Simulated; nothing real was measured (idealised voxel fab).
A process module follows: voxel capacitor over wiring.
It is cross-section cut that appears here, measuring 210 nm in width, its square cells being 5 nm in size.
Cross-section layout: square cells on a grid; listed as bands, top to bottom; a band spans one or more cell rows. Quick guide to a band line: top height, bottom height (nm) up front; then every material left to right with its width in nm. Only one material and it's marked "throughout"? Then it fills the band edge to edge. And "blank" just means empty space. For the purposes of this specification, 0 denotes the height below which the wafer in its as-received condition is composed wholly of one material, and the lowermost band, lacking a lower limit, extends downward without end, as expressed in "0 and below". So if you see something like "30 to 40" for the width, read it as the top row of the band sitting at the first number and the bottom row at the second, with every row in between moving by the same amount as the last. Step note "stayed the same" = no cross-section cell changed. "Closed void list": empty spaces of 8 cells or more with no open way to the top, each given as width x height at distance, distance from the left edge, all in nm. Post-settings text on a step line: simulator's own remark regarding the step. overlay nm: how far to the right of its planned place the mask lay on this masked step (negative: to the left).
[Steps planned for the process]
- 1: RECEIVE [material Si]
- 2: CONFORMAL_DEP [material SiO2] [thk nm 15]
- 3: CONFORMAL_DEP [material SiCN] [thk nm 5]
- 4: DIRECTIONAL_DEP [material SiO2] [thk nm 25]
- 5: MASKED_ETCH [tone open] [mask id METAL_1] [width nm 25] [pitch nm 75] [etch materials SiO2] [depth nm 25] [overlay nm 0]
- 6: MASKED_ETCH [tone open] [mask id METAL_1] [width nm 25] [pitch nm 75] [etch materials SiCN] [depth nm 5] [overlay nm 0]
- 7: CONFORMAL_DEP [material TiN] [thk nm 5]
- 8: FILL_DEP [material W] [thk nm 10]
- 9: CMP [height nm 45]
- 10: EPI [material Ru] [thk nm 5]
- 11: FILL_DEP [material SiCN] [thk nm 5]
- 12: DIRECTIONAL_DEP [material SiO2] [thk nm 10]
- 13: MASKED_ETCH [tone open] [mask id PLUG_1] [width nm 15] [etch materials SiO2] [depth nm 10] [overlay nm 0]
- 14: MASKED_ETCH [tone open] [mask id PLUG_1] [width nm 15] [etch materials SiCN] [depth nm 5] [overlay nm 0]
- 15: CONFORMAL_DEP [material TiN] [thk nm 5]
- 16: FILL_DEP [material W] [thk nm 5]
- 17: CMP [height nm 65]
- 18: DIRECTIONAL_DEP [material TiN] [thk nm 10]
- 19: DIRECTIONAL_DEP [material Al2O3] [thk nm 5]
- 20: DIRECTIONAL_DEP [material TiN] [thk nm 10]
- 21: PATTERN [tone cover] [mask id UPPER_PLATE] [material resist] [width nm 55] [thk nm 20] [overlay nm 0]
- 22: DIRECTIONAL_ETCH [etch materials TiN] [depth nm 10]
- 23: DIRECTIONAL_ETCH [etch materials Al2O3] [depth nm 5]
- 24: STRIP [etch materials resist]
- 25: PATTERN [tone cover] [mask id LOWER_PLATE] [material resist] [width nm 65] [thk nm 15] [overlay nm 0]
- 26: DIRECTIONAL_ETCH [etch materials TiN] [depth nm 10]
- 27: STRIP [etch materials resist]
- 28: FILL_DEP [material SiO2] [thk nm 20]
- 29: CMP [height nm 105]
- 30: PATTERN [tone open] [mask id PLUG_2] [material resist] [width nm 15] [thk nm 20] [overlay nm 0]
- 31: DIRECTIONAL_ETCH [etch materials SiO2] [depth nm 15]
- 32: STRIP [etch materials resist]
- 33: CONFORMAL_DEP [material TiN] [thk nm 5]
- 34: FILL_DEP [material Ru] [thk nm 5]
- 35: CMP [height nm 105]
- 36: CONFORMAL_DEP [material SiCN] [thk nm 5]
[The first wafer of two, processed as planned]
[Incoming wafer in cross-section (state: after step 1)]
- 0 and below = Si throughout
- Closed void list: none
[Cross-section: wafer state after step 2]
- 15 down to 0 = SiO2 throughout
- No changes below 0.
[Cross-section: wafer state after step 3]
- 20 down to 15 = SiCN throughout
- No changes below 15.
[Cross-section: wafer state after step 4]
- 45 down to 20 = SiO2 throughout
- No changes below 20.
[Cross-section: wafer state after step 5]
- 45 down to 20 = SiO2 55  blank 25  SiO2 50  blank 25  SiO2 55
- No changes below 20.
[Cross-section: wafer state after step 6]
- 45 down to 20 = SiO2 55  blank 25  SiO2 50  blank 25  SiO2 55
- 20 down to 15 = SiCN 55  blank 25  SiCN 50  blank 25  SiCN 55
- No changes below 15.
[Cross-section: wafer state after step 7]
- 50 down to 45 = TiN 60  blank 15  TiN 60  blank 15  TiN 60
- 45 down to 20 = SiO2 55  TiN 5  blank 15  TiN 5  SiO2 50  TiN 5  blank 15  TiN 5  SiO2 55
- 20 down to 15 = SiCN 55  TiN 25  SiCN 50  TiN 25  SiCN 55
- No changes below 15.
[Cross-section: wafer state after step 8]
- 60 down to 50 = W throughout
- 50 down to 45 = TiN 60  W 15  TiN 60  W 15  TiN 60
- 45 down to 20 = SiO2 55  TiN 5  W 15  TiN 5  SiO2 50  TiN 5  W 15  TiN 5  SiO2 55
- No changes below 20.
[Cross-section: wafer state after step 9]
- 45 down to 20 = SiO2 55  TiN 5  W 15  TiN 5  SiO2 50  TiN 5  W 15  TiN 5  SiO2 55
- No changes below 20.
[Cross-section: wafer state after step 10]
- 50 down to 45 = blank 50  Ru 35  blank 40  Ru 35  blank 50
- No changes below 45.
[Cross-section: wafer state after step 11]
- 55 down to 50 = SiCN throughout
- 50 down to 45 = SiCN 50  Ru 35  SiCN 40  Ru 35  SiCN 50
- No changes below 45.
[Cross-section: wafer state after step 12]
- 65 down to 55 = SiO2 throughout
- No changes below 55.
[Cross-section: wafer state after step 13]
- 65 down to 55 = SiO2 65  blank 15  SiO2 130
- No changes below 55.
[Cross-section: wafer state after step 14]
- 65 down to 55 = SiO2 65  blank 15  SiO2 130
- 55 down to 50 = SiCN 65  blank 15  SiCN 130
- No changes below 50.
[Cross-section: wafer state after step 15]
- 70 down to 65 = TiN 70  blank 5  TiN 135
- 65 down to 55 = SiO2 65  TiN 5  blank 5  TiN 5  SiO2 130
- 55 down to 50 = SiCN 65  TiN 15  SiCN 130
- No changes below 50.
[Cross-section: wafer state after step 16]
- 75 down to 70 = W throughout
- 70 down to 65 = TiN 70  W 5  TiN 135
- 65 down to 55 = SiO2 65  TiN 5  W 5  TiN 5  SiO2 130
- No changes below 55.
[Cross-section: wafer state after step 17]
- 65 down to 55 = SiO2 65  TiN 5  W 5  TiN 5  SiO2 130
- No changes below 55.
[Cross-section: wafer state after step 18]
- 75 down to 65 = TiN throughout
- No changes below 65.
[Cross-section: wafer state after step 19]
- 80 down to 75 = Al2O3 throughout
- No changes below 75.
[Cross-section: wafer state after step 20]
- 90 down to 80 = TiN throughout
- No changes below 80.
[Cross-section: wafer state after step 21]
- 110 down to 90 = blank 65  resist 55  blank 90
- No changes below 90.
[Cross-section: wafer state after step 22]
- 110 down to 90 = blank 65  resist 55  blank 90
- 90 down to 80 = blank 65  TiN 55  blank 90
- No changes below 80.
[Cross-section: wafer state after step 23]
- 110 down to 90 = blank 65  resist 55  blank 90
- 90 down to 80 = blank 65  TiN 55  blank 90
- 80 down to 75 = blank 65  Al2O3 55  blank 90
- No changes below 75.
[Cross-section: wafer state after step 24]
- 90 down to 80 = blank 65  TiN 55  blank 90
- No changes below 80.
[Cross-section: wafer state after step 25]
- 105 down to 90 = blank 60  resist 65  blank 85
- 90 down to 80 = blank 60  resist 5  TiN 55  resist 5  blank 85
- 80 down to 75 = blank 60  resist 5  Al2O3 55  resist 5  blank 85
- No changes below 75.
[Cross-section: wafer state after step 26]
- 105 down to 90 = blank 60  resist 65  blank 85
- 90 down to 80 = blank 60  resist 5  TiN 55  resist 5  blank 85
- 80 down to 75 = blank 60  resist 5  Al2O3 55  resist 5  blank 85
- 75 down to 65 = blank 60  TiN 65  blank 85
- No changes below 65.
[Cross-section: wafer state after step 27]
- 90 down to 80 = blank 65  TiN 55  blank 90
- 80 down to 75 = blank 65  Al2O3 55  blank 90
- No changes below 75.
[Cross-section: wafer state after step 28]
- 110 down to 90 = SiO2 throughout
- 90 down to 80 = SiO2 65  TiN 55  SiO2 90
- 80 down to 75 = SiO2 65  Al2O3 55  SiO2 90
- 75 down to 65 = SiO2 60  TiN 65  SiO2 85
- No changes below 65.
[Cross-section: wafer state after step 29]
- 105 down to 90 = SiO2 throughout
- No changes below 90.
[Cross-section: wafer state after step 30]
- 125 down to 105 = resist 75  blank 15  resist 120
- No changes below 105.
[Cross-section: wafer state after step 31]
- 125 down to 105 = resist 75  blank 15  resist 120
- 105 down to 90 = SiO2 75  blank 15  SiO2 120
- No changes below 90.
[Cross-section: wafer state after step 32]
- 105 down to 90 = SiO2 75  blank 15  SiO2 120
- No changes below 90.
[Cross-section: wafer state after step 33]
- 110 down to 105 = TiN 80  blank 5  TiN 125
- 105 down to 95 = SiO2 75  TiN 5  blank 5  TiN 5  SiO2 120
- 95 down to 90 = SiO2 75  TiN 15  SiO2 120
- No changes below 90.
[Cross-section: wafer state after step 34]
- 115 down to 110 = Ru throughout
- 110 down to 105 = TiN 80  Ru 5  TiN 125
- 105 down to 95 = SiO2 75  TiN 5  Ru 5  TiN 5  SiO2 120
- No changes below 95.
[Cross-section: wafer state after step 35]
- 105 down to 95 = SiO2 75  TiN 5  Ru 5  TiN 5  SiO2 120
- No changes below 95.
[Cross-section: wafer state after step 36]
- 110 down to 105 = SiCN throughout
- No changes below 105.
[Second of two: same start, same plan, one run error; steps up to and including 2 match the first]
[Second wafer, cut view, end of step 3 per plan]
- 30 down to 15 = SiCN throughout
- No changes below 15.
[Second wafer, cut view, end of step 4 per plan]
- 55 down to 30 = SiO2 throughout
- No changes below 30.
[Second wafer, cut view, end of step 5 per plan]
- 55 down to 30 = SiO2 55  blank 25  SiO2 50  blank 25  SiO2 55
- No changes below 30.
[Second wafer, cut view, end of step 6 per plan]
- 55 down to 30 = SiO2 55  blank 25  SiO2 50  blank 25  SiO2 55
- 30 down to 25 = SiCN 55  blank 25  SiCN 50  blank 25  SiCN 55
- No changes below 25.
[Second wafer, cut view, end of step 7 per plan]
- 60 down to 55 = TiN 60  blank 15  TiN 60  blank 15  TiN 60
- 55 down to 30 = SiO2 55  TiN 5  blank 15  TiN 5  SiO2 50  TiN 5  blank 15  TiN 5  SiO2 55
- 30 down to 25 = SiCN 55  TiN 25  SiCN 50  TiN 25  SiCN 55
- No changes below 25.
[Second wafer, cut view, end of step 8 per plan]
- 70 down to 60 = W throughout
- 60 down to 55 = TiN 60  W 15  TiN 60  W 15  TiN 60
- 55 down to 30 = SiO2 55  TiN 5  W 15  TiN 5  SiO2 50  TiN 5  W 15  TiN 5  SiO2 55
- No changes below 30.
[Second wafer, cut view, end of step 9 per plan]
- 45 down to 30 = SiO2 55  TiN 5  W 15  TiN 5  SiO2 50  TiN 5  W 15  TiN 5  SiO2 55
- No changes below 30.
[Second wafer, cut view, end of step 10 per plan]
- 50 down to 45 = blank 50  Ru 35  blank 40  Ru 35  blank 50
- No changes below 45.
[Second wafer, cut view, end of step 11 per plan]
- 55 down to 50 = SiCN throughout
- 50 down to 45 = SiCN 50  Ru 35  SiCN 40  Ru 35  SiCN 50
- No changes below 45.
[Second wafer, cut view, end of step 12 per plan]
- 65 down to 55 = SiO2 throughout
- No changes below 55.
[Second wafer, cut view, end of step 13 per plan]
- 65 down to 55 = SiO2 65  blank 15  SiO2 130
- No changes below 55.
[Second wafer, cut view, end of step 14 per plan]
- 65 down to 55 = SiO2 65  blank 15  SiO2 130
- 55 down to 50 = SiCN 65  blank 15  SiCN 130
- No changes below 50.
[Second wafer, cut view, end of step 15 per plan]
- 70 down to 65 = TiN 70  blank 5  TiN 135
- 65 down to 55 = SiO2 65  TiN 5  blank 5  TiN 5  SiO2 130
- 55 down to 50 = SiCN 65  TiN 15  SiCN 130
- No changes below 50.
[Second wafer, cut view, end of step 16 per plan]
- 75 down to 70 = W throughout
- 70 down to 65 = TiN 70  W 5  TiN 135
- 65 down to 55 = SiO2 65  TiN 5  W 5  TiN 5  SiO2 130
- No changes below 55.
[Second wafer, cut view, end of step 17 per plan]
- 65 down to 55 = SiO2 65  TiN 5  W 5  TiN 5  SiO2 130
- No changes below 55.
[Second wafer, cut view, end of step 18 per plan]
- 75 down to 65 = TiN throughout
- No changes below 65.
[Second wafer, cut view, end of step 19 per plan]
- 80 down to 75 = Al2O3 throughout
- No changes below 75.
[Second wafer, cut view, end of step 20 per plan]
- 90 down to 80 = TiN throughout
- No changes below 80.
[Second wafer, cut view, end of step 21 per plan]
- 110 down to 90 = blank 65  resist 55  blank 90
- No changes below 90.
[Second wafer, cut view, end of step 22 per plan]
- 110 down to 90 = blank 65  resist 55  blank 90
- 90 down to 80 = blank 65  TiN 55  blank 90
- No changes below 80.
[Second wafer, cut view, end of step 23 per plan]
- 110 down to 90 = blank 65  resist 55  blank 90
- 90 down to 80 = blank 65  TiN 55  blank 90
- 80 down to 75 = blank 65  Al2O3 55  blank 90
- No changes below 75.
[Second wafer, cut view, end of step 24 per plan]
- 90 down to 80 = blank 65  TiN 55  blank 90
- No changes below 80.
[Second wafer, cut view, end of step 25 per plan]
- 105 down to 90 = blank 60  resist 65  blank 85
- 90 down to 80 = blank 60  resist 5  TiN 55  resist 5  blank 85
- 80 down to 75 = blank 60  resist 5  Al2O3 55  resist 5  blank 85
- No changes below 75.
[Second wafer, cut view, end of step 26 per plan]
- 105 down to 90 = blank 60  resist 65  blank 85
- 90 down to 80 = blank 60  resist 5  TiN 55  resist 5  blank 85
- 80 down to 75 = blank 60  resist 5  Al2O3 55  resist 5  blank 85
- 75 down to 65 = blank 60  TiN 65  blank 85
- No changes below 65.
[Second wafer, cut view, end of step 27 per plan]
- 90 down to 80 = blank 65  TiN 55  blank 90
- 80 down to 75 = blank 65  Al2O3 55  blank 90
- No changes below 75.
[Second wafer, cut view, end of step 28 per plan]
- 110 down to 90 = SiO2 throughout
- 90 down to 80 = SiO2 65  TiN 55  SiO2 90
- 80 down to 75 = SiO2 65  Al2O3 55  SiO2 90
- 75 down to 65 = SiO2 60  TiN 65  SiO2 85
- No changes below 65.
[Second wafer, cut view, end of step 29 per plan]
- 105 down to 90 = SiO2 throughout
- No changes below 90.
[Second wafer, cut view, end of step 30 per plan]
- 125 down to 105 = resist 75  blank 15  resist 120
- No changes below 105.
[Second wafer, cut view, end of step 31 per plan]
- 125 down to 105 = resist 75  blank 15  resist 120
- 105 down to 90 = SiO2 75  blank 15  SiO2 120
- No changes below 90.
[Second wafer, cut view, end of step 32 per plan]
- 105 down to 90 = SiO2 75  blank 15  SiO2 120
- No changes below 90.
[Second wafer, cut view, end of step 33 per plan]
- 110 down to 105 = TiN 80  blank 5  TiN 125
- 105 down to 95 = SiO2 75  TiN 5  blank 5  TiN 5  SiO2 120
- 95 down to 90 = SiO2 75  TiN 15  SiO2 120
- No changes below 90.
[Second wafer, cut view, end of step 34 per plan]
- 115 down to 110 = Ru throughout
- 110 down to 105 = TiN 80  Ru 5  TiN 125
- 105 down to 95 = SiO2 75  TiN 5  Ru 5  TiN 5  SiO2 120
- No changes below 95.
[Second wafer, cut view, end of step 35 per plan]
- 105 down to 95 = SiO2 75  TiN 5  Ru 5  TiN 5  SiO2 120
- No changes below 95.
[Second wafer, cut view, end of step 36 per plan]
- 110 down to 105 = SiCN throughout
- No changes below 105.
Heads up, the wafer didn't run the way we planned it: rather than as planned, step 3 actually ran as CONFORMAL_DEP [material SiCN] [thk nm 15]
Per the end-of-run cell counts, the second wafer holds more or fewer of some materials than the first: SiCN: 84 more; SiO2: 64 fewer; TiN: 8 fewer; W: 12 fewer
